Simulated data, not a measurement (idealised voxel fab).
Presented below is a process module, voxel tone inversion.
This is section cut - it's 295 nm across, gridded in 5 nm square cells.
If you're reading a cross-section in this doc, picture square cells in a grid; it comes to you as bands, top ones listed first down to the bottom, and a band can be one or more rows of cells.
Within each band entry, the heights of the top and of the bottom of the band appear first, in that order and in nm; the materials of the band then follow from left to right, each with its corresponding width in nm. The designation "everywhere" on a single material indicates that it fills the band from edge to edge; the designation "blank" indicates empty space.
Heights are measured from 0, the level below which the as-received wafer is all one material; the lowest band has no bottom and continues downward, written as in "0 and below".
Width: "30..40" (first number = top row, second number = bottom row, same change from row to row of cells).
A step reported as "same as before" is a step in which no cell of the cross-section changed.
Voids not open to the top, 8 cells minimum: see "Sealed internal cavities". Written width x height at distance; distance is from the left edge; nm.
If you see something after the settings on a step's line, that's the simulator's own remark about that step.
overlay nm: where the mask lay relative to plan, measured to the right, on steps with a mask; negatives go left.

### This section lists the process steps that were planned
1,RECEIVE [material Si]
2,CONFORMAL_DEP [material SiCN] [thk nm 10]
3,DIRECTIONAL_DEP [material polySi] [thk nm 25]
4,PATTERN [tone cover] [mask id POSTS] [material resist] [width nm 25] [pitch nm 45] [thk nm 35] [overlay nm 0]
5,DIRECTIONAL_ETCH [etch materials polySi] [depth nm 25]
6,STRIP [etch materials resist]
7,FILL_DEP [material lowk] [thk nm 5]
8,CMP [height nm 35]
9,STRIP [etch materials polySi]
10,CONFORMAL_DEP [material TiN] [thk nm 5]
11,FILL_DEP [material Cu] [thk nm 5]
12,CMP [height nm 35]
13,CONFORMAL_DEP [material SiCN] [thk nm 5]

### as received, after step 1
* 0 and below = Si everywhere
* Sealed internal cavities: none

### Post-module cross-section of the first of two wafers (run per plan)
* 40 down to 35 = SiCN everywhere
* 35 down to 15 = 65 lowk | 5 TiN | 15 Cu | 5 TiN | 20 lowk | 5 TiN | 15 Cu | 5 TiN | 20 lowk | 5 TiN | 15 Cu | 5 TiN | 20 lowk | 5 TiN | 15 Cu | 5 TiN | 70 lowk
* 15 down to 10 = 65 lowk | 25 TiN | 20 lowk | 25 TiN | 20 lowk | 25 TiN | 20 lowk | 25 TiN | 70 lowk
* 10 down to 0 = SiCN everywhere
* 0 and below = Si everywhere
* Sealed internal cavities: none

### Second wafer through the module, sectioned at the end: same beginning and same plan as the first wafer, with one mistake in carrying it out
* 40 down to 35 = SiCN everywhere
* 35 down to 15 = 65 Cu | 5 TiN | 15 Cu | 5 TiN | 20 Cu | 5 TiN | 15 Cu | 5 TiN | 20 Cu | 5 TiN | 15 Cu | 5 TiN | 20 Cu | 5 TiN | 15 Cu | 5 TiN | 70 Cu
* 15 down to 10 = 65 Cu | 25 TiN | 20 Cu | 25 TiN | 20 Cu | 25 TiN | 20 Cu | 25 TiN | 70 Cu
* 10 down to 0 = SiCN everywhere
* 0 and below = Si everywhere
* Sealed internal cavities: none
Which mistake was made when the wafer was run? step 7 did not use the planned setting and instead ran as FILL_DEP [material Cu] [thk nm 5]
Looking at both finished wafers in cells, the second ends up ahead of or behind the first on some materials: 195 more of Cu, 195 fewer of lowk
